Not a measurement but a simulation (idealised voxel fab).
process module | voxel double patterning
cross-section cut | 245 nm wide | cells 5 nm
A cross-section is a grid of square cells, given in bands from the top down. A band is one or more rows of cells.
Each band's line starts with the height of the band's top and of its bottom, in nm. Then come its materials from left to right, each with its width in nm. One material with "throughout" fills the band from edge to edge. "air" is empty space.
Height 0 is the level under which the wafer as received is all one material. The lowest band goes on downwards, as in "0 down".
A width such as "30 to 40" changes by the same amount from each row of cells to the next, from the band's top row to its bottom row.
"no change" after a step means that no cell of the cross-section changed.
closed voids: empty space of 8 cells or more with no open way to the top, each as width x height at its distance from the left edge, in nm
after a step's settings: what the simulator itself notes on the step
overlay nm, on a step with a mask: how far to the right of its planned place the mask lay; to the left if negative
plan
1 op RECEIVE | material Si
2 op CONFORMAL_DEP | material SiO2 | thk nm 5
3 op DIRECTIONAL_DEP | material polySi | thk nm 15
4 op DIRECTIONAL_DEP | material SiN | thk nm 5
5 op DIRECTIONAL_DEP | material aC | thk nm 10
6 op PATTERN | tone open | mask id FIRST | material resist | width nm 15 | pitch nm 50 | thk nm 30 | overlay nm 0
7 op DIRECTIONAL_ETCH | etch materials aC | depth nm 10
8 op STRIP | etch materials resist
9 op DIRECTIONAL_ETCH | etch materials SiN | depth nm 5
10 op STRIP | etch materials aC
11 op PATTERN | tone open | mask id SECOND | material resist | width nm 15 | thk nm 20 | overlay nm 0
12 op DIRECTIONAL_ETCH | etch materials SiN | depth nm 5
13 op STRIP | etch materials resist
14 op DIRECTIONAL_ETCH | etch materials polySi | depth nm 15
15 op STRIP | etch materials SiN
varied across the wafers: width nm of step 11. The plan shows the first wafer's value. All wafers start alike
first wafer as received, after step 1
  0 down: Si throughout
  closed voids: none
each wafer at the end: cells of each material gained (+) or lost (-) since it was received, then its closed voids
width nm 15 | +49 SiO2 | +120 polySi | closed voids: none
width nm 20 | +49 SiO2 | +117 polySi | closed voids: none
width nm 25 | +49 SiO2 | +114 polySi | closed voids: none
width nm 30 | +49 SiO2 | +111 polySi | closed voids: none
